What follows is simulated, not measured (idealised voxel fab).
process module | voxel trench capacitor
cross-section cut | 175 nm wide | cells 5 nm
A cross-section is a grid of square cells, given in bands from the top down. A band is one or more rows of cells.
Each band's line starts with the height of the band's top and of its bottom, in nm. Then come its materials from left to right, each with its width in nm. One material with "throughout" fills the band from edge to edge. "air" is empty space.
Height 0 is the level under which the wafer as received is all one material. The lowest band goes on downwards, as in "0 down".
A width such as "30 to 40" changes by the same amount from each row of cells to the next, from the band's top row to its bottom row.
"no change" after a step means that no cell of the cross-section changed.
closed voids: empty space of 8 cells or more with no open way to the top, each as width x height at its distance from the left edge, in nm
after a step's settings: what the simulator itself notes on the step
overlay nm, on a step with a mask: how far to the right of its planned place the mask lay; to the left if negative
plan
1 op RECEIVE | material Si
2 op CONFORMAL_DEP | material SiN | thk nm 10
3 op DIRECTIONAL_DEP | material aC | thk nm 5
4 op PATTERN | tone open | mask id TRENCH | material resist | width nm 25 | pitch nm 40 | thk nm 30 | overlay nm 0
5 op DIRECTIONAL_ETCH | etch materials aC | depth nm 15
6 op STRIP | etch materials resist
7 op DIRECTIONAL_ETCH | etch materials SiN | depth nm 10
8 op DIRECTIONAL_ETCH | etch materials Si | depth nm 35
9 op STRIP | etch materials aC
10 op CONFORMAL_DEP | material Al2O3 | thk nm 5
11 op CONFORMAL_DEP | material TiN | thk nm 5
12 op FILL_DEP | material W | thk nm 10
13 op CMP | height nm 10
varied across the wafers: thk nm of step 3. The plan shows the first wafer's value. All wafers start alike
first wafer as received, after step 1
  0 down: Si throughout
  closed voids: none
each wafer at the end: cells of each material gained (+) or lost (-) since it was received, then its closed voids
thk nm 5 | +63 Al2O3 | -105 Si | +40 SiN | +51 TiN | +21 W | closed voids: none
thk nm 10 | +63 Al2O3 | -105 Si | +40 SiN | +51 TiN | +21 W | closed voids: none
thk nm 15 | +63 Al2O3 | -105 Si | +40 SiN | +51 TiN | +21 W | closed voids: none
thk nm 20 | +70 SiN | closed voids: none
thk nm 25 | +70 SiN | closed voids: none
thk nm 30 | +70 SiN | closed voids: none
